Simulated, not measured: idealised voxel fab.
process module | voxel self aligned contacts
260 nm wide, 5 nm square cells: that's cross-section cut.
When this document writes out a cross-section, it uses a grid of square cells and lists it as bands, beginning at the top and moving down, with a band standing for one or more rows of cells. Within each band entry, the heights of the top and of the bottom of the band appear first, in that order and in nm; the materials of the band then follow from left to right, each with its corresponding width in nm. The designation "edge to edge" on a single material indicates that it fills the band from edge to edge; the designation "air" indicates empty space. Heights from 0 (as-received wafer is one material below). Bottom band endless downward, as "0 down". A width such as "30->40" changes by the same amount from each row of cells to the next, from the band's top row to its bottom row. For the purposes of this document, the phrase "no alteration" attached to a step denotes that no cell within the cross-section was modified by that step. Empty spaces without an open route to the top, at least 8 cells in extent, make up the entry "Closed cavities"; each is given as width x height at distance, where the distance is measured from the left edge, and all are in nm. Anything after a step's settings on that line? It's the simulator's own note about the step. For masked steps, "overlay nm" on the step line gives how far right of plan the mask actually lay; a minus sign means it lay to the left.

### Process steps - plan
1: RECEIVE (material Si)
2: CONFORMAL_DEP (material SiO2; thk nm 5)
3: DIRECTIONAL_DEP (material polySi; thk nm 30)
4: DIRECTIONAL_DEP (material SiN; thk nm 15)
5: MASKED_ETCH (tone cover; mask id GATE; width nm 25; pitch nm 55; etch materials SiN; depth nm 15; overlay nm 0)
6: MASKED_ETCH (tone cover; mask id GATE; width nm 15; pitch nm 55; etch materials polySi; depth nm 30; overlay nm 0)
7: CONFORMAL_DEP (material SiN; thk nm 5)
8: DIRECTIONAL_ETCH (etch materials SiN; depth nm 5)
9: FILL_DEP (material SiO2; thk nm 20)
10: CMP (height nm 60)
11: PATTERN (tone open; mask id CONTACT; material resist; width nm 40; thk nm 20; overlay nm 0)
12: DIRECTIONAL_ETCH (etch materials SiO2; depth nm 60)
13: STRIP (etch materials resist)
14: CONFORMAL_DEP (material TiN; thk nm 5)
15: FILL_DEP (material Ru; thk nm 5)
16: CMP (height nm 60)
17: CONFORMAL_DEP (material SiCN; thk nm 5)
All wafers enter the flow in the same state. The width nm at step 6 differs from wafer to wafer, and the plan gives the value for the first wafer.

### First of several wafers (as received, post step 1), cross-sectional view
- 0 down | Si edge to edge
- Closed cavities: none

### Table: wafers, a row each; end-of-module cell change per material since receipt, gain (+), loss (-); then closed voids
width nm 15, +26 Ru, +52 SiCN, +66 SiN, +442 SiO2, +30 TiN, +60 polySi, Closed cavities: none
width nm 20, +26 Ru, +52 SiCN, +66 SiN, +442 SiO2, +30 TiN, +60 polySi, Closed cavities: none
width nm 25, +26 Ru, +52 SiCN, +66 SiN, +442 SiO2, +30 TiN, +60 polySi, Closed cavities: none
width nm 30, +19 Ru, +52 SiCN, +66 SiN, +437 SiO2, +30 TiN, +72 polySi, Closed cavities: none
width nm 35, +12 Ru, +52 SiCN, +66 SiN, +432 SiO2, +30 TiN, +84 polySi, Closed cavities: none
width nm 40, +12 Ru, +52 SiCN, +66 SiN, +427 SiO2, +23 TiN, +96 polySi, Closed cavities: none
